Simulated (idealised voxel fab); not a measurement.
process module | voxel self aligned contacts
cross-section cut | 270 nm wide | cells 5 nm
A cross-section is a grid of square cells, given in bands from the top down. A band is one or more rows of cells.
Each band's line starts with the height of the band's top and of its bottom, in nm. Then come its materials from left to right, each with its width in nm. One material with "throughout" fills the band from edge to edge. "air" is empty space.
Height 0 is the level under which the wafer as received is all one material. The lowest band goes on downwards, as in "0 down".
A width such as "30 to 40" changes by the same amount from each row of cells to the next, from the band's top row to its bottom row.
"no change" after a step means that no cell of the cross-section changed.
closed voids: empty space of 8 cells or more with no open way to the top, each as width x height at its distance from the left edge, in nm
after a step's settings: what the simulator itself notes on the step
overlay nm, on a step with a mask: how far to the right of its planned place the mask lay; to the left if negative
plan
1 op RECEIVE | material Si
2 op OXIDIZE | depth nm 5
3 op DIRECTIONAL_DEP | material polySi | thk nm 20
4 op DIRECTIONAL_DEP | material SiN | thk nm 20
5 op MASKED_ETCH | tone cover | mask id GATE | width nm 25 | pitch nm 60 | etch materials SiN | depth nm 20 | overlay nm 0
6 op MASKED_ETCH | tone cover | mask id GATE | width nm 25 | pitch nm 60 | etch materials polySi | depth nm 20 | overlay nm 0
7 op CONFORMAL_DEP | material SiN | thk nm 5
8 op DIRECTIONAL_ETCH | etch materials SiN | depth nm 5
9 op FILL_DEP | material SiO2 | thk nm 10
10 op CMP | height nm 45
11 op PATTERN | tone open | mask id CONTACT | material resist | width nm 45 | thk nm 15 | overlay nm 0
12 op DIRECTIONAL_ETCH | etch materials SiO2 | depth nm 50
13 op STRIP | etch materials resist
14 op CONFORMAL_DEP | material TiN | thk nm 5
15 op FILL_DEP | material W | thk nm 5
16 op CMP | height nm 45
17 op CONFORMAL_DEP | material SiCN | thk nm 5
first wafer, as planned
as received, after step 1
  0 down: Si throughout
  closed voids: none
after step 2
  0 to -5: SiO2 throughout
  below -5: unchanged
after step 3
  20 to 0: polySi throughout
  below 0: unchanged
after step 4
  40 to 20: SiN throughout
  below 20: unchanged
after step 5
  40 to 20: air 90 | SiN 25 | air 35 | SiN 25 | air 95
  below 20: unchanged
after step 6
  40 to 20: air 90 | SiN 25 | air 35 | SiN 25 | air 95
  20 to 0: air 90 | polySi 25 | air 35 | polySi 25 | air 95
  below 0: unchanged
after step 7
  45 to 20: air 85 | SiN 35 | air 25 | SiN 35 | air 90
  20 to 5: air 85 | SiN 5 | polySi 25 | SiN 5 | air 25 | SiN 5 | polySi 25 | SiN 5 | air 90
  5 to 0: SiN 90 | polySi 25 | SiN 35 | polySi 25 | SiN 95
  below 0: unchanged
after step 8
  40 to 20: air 85 | SiN 35 | air 25 | SiN 35 | air 90
  20 to 0: air 85 | SiN 5 | polySi 25 | SiN 5 | air 25 | SiN 5 | polySi 25 | SiN 5 | air 90
  below 0: unchanged
after step 9
  50 to 40: SiO2 throughout
  40 to 20: SiO2 85 | SiN 35 | SiO2 25 | SiN 35 | SiO2 90
  20 to 0: SiO2 85 | SiN 5 | polySi 25 | SiN 5 | SiO2 25 | SiN 5 | polySi 25 | SiN 5 | SiO2 90
  below 0: unchanged
after step 10
  45 to 40: SiO2 throughout
  below 40: unchanged
after step 11
  60 to 45: resist 110 | air 45 | resist 115
  below 45: unchanged
after step 12
  60 to 45: resist 110 | air 45 | resist 115
  45 to 40: SiO2 110 | air 45 | SiO2 115
  40 to 20: SiO2 85 | SiN 35 | air 25 | SiN 35 | SiO2 90
  20 to 0: SiO2 85 | SiN 5 | polySi 25 | SiN 5 | air 25 | SiN 5 | polySi 25 | SiN 5 | SiO2 90
  0 to -5: SiO2 120 | air 25 | SiO2 125
  below -5: unchanged
after step 13
  45 to 40: SiO2 110 | air 45 | SiO2 115
  below 40: unchanged
after step 14
  50 to 45: TiN 115 | air 35 | TiN 120
  45 to 40: SiO2 110 | TiN 15 | air 15 | TiN 15 | SiO2 115
  40 to 20: SiO2 85 | SiN 35 | TiN 5 | air 15 | TiN 5 | SiN 35 | SiO2 90
  20 to 0: SiO2 85 | SiN 5 | polySi 25 | SiN 5 | TiN 5 | air 15 | TiN 5 | SiN 5 | polySi 25 | SiN 5 | SiO2 90
  0 to -5: SiO2 120 | TiN 25 | SiO2 125
  below -5: unchanged
after step 15
  55 to 50: W throughout
  50 to 45: TiN 115 | W 35 | TiN 120
  45 to 40: SiO2 110 | TiN 15 | W 15 | TiN 15 | SiO2 115
  40 to 20: SiO2 85 | SiN 35 | TiN 5 | W 15 | TiN 5 | SiN 35 | SiO2 90
  20 to 0: SiO2 85 | SiN 5 | polySi 25 | SiN 5 | TiN 5 | W 15 | TiN 5 | SiN 5 | polySi 25 | SiN 5 | SiO2 90
  below 0: unchanged
after step 16
  45 to 40: SiO2 110 | TiN 15 | W 15 | TiN 15 | SiO2 115
  below 40: unchanged
after step 17
  50 to 45: SiCN throughout
  below 45: unchanged
second wafer: like start, like plan, one mistake. Through step 1 it matches the first wafer
when step 2 should have ended
  20 to 0: polySi throughout
  below 0: unchanged
when step 3 should have ended
  20 to 15: SiO2 throughout
  below 15: unchanged
when step 4 should have ended
  40 to 20: SiN throughout
  below 20: unchanged
when step 5 should have ended
  40 to 20: air 90 | SiN 25 | air 35 | SiN 25 | air 95
  below 20: unchanged
when step 6 should have ended: no change
when step 7 should have ended
  45 to 25: air 85 | SiN 35 | air 25 | SiN 35 | air 90
  25 to 20: SiN throughout
  below 20: unchanged
when step 8 should have ended
  40 to 20: air 85 | SiN 35 | air 25 | SiN 35 | air 90
  below 20: unchanged
when step 9 should have ended
  50 to 40: SiO2 throughout
  40 to 20: SiO2 85 | SiN 35 | SiO2 25 | SiN 35 | SiO2 90
  below 20: unchanged
when step 10 should have ended
  45 to 40: SiO2 throughout
  below 40: unchanged
when step 11 should have ended
  60 to 45: resist 110 | air 45 | resist 115
  below 45: unchanged
when step 12 should have ended
  60 to 45: resist 110 | air 45 | resist 115
  45 to 40: SiO2 110 | air 45 | SiO2 115
  40 to 20: SiO2 85 | SiN 35 | air 25 | SiN 35 | SiO2 90
  20 to 15: SiO2 120 | air 25 | SiO2 125
  below 15: unchanged
when step 13 should have ended
  45 to 40: SiO2 110 | air 45 | SiO2 115
  below 40: unchanged
when step 14 should have ended
  50 to 45: TiN 115 | air 35 | TiN 120
  45 to 40: SiO2 110 | TiN 15 | air 15 | TiN 15 | SiO2 115
  40 to 20: SiO2 85 | SiN 35 | TiN 5 | air 15 | TiN 5 | SiN 35 | SiO2 90
  20 to 15: SiO2 120 | TiN 25 | SiO2 125
  below 15: unchanged
when step 15 should have ended
  55 to 50: W throughout
  50 to 45: TiN 115 | W 35 | TiN 120
  45 to 40: SiO2 110 | TiN 15 | W 15 | TiN 15 | SiO2 115
  40 to 20: SiO2 85 | SiN 35 | TiN 5 | W 15 | TiN 5 | SiN 35 | SiO2 90
  below 20: unchanged
when step 16 should have ended
  45 to 40: SiO2 110 | TiN 15 | W 15 | TiN 15 | SiO2 115
  below 40: unchanged
when step 17 should have ended
  50 to 45: SiCN throughout
  below 45: unchanged
what went wrong: steps 2 and 3 were swapped
at the end the second wafer has, in cells: 54 more of Si | 16 fewer of SiN | 140 fewer of SiO2 | 8 fewer of TiN | 12 fewer of W | 122 more of polySi
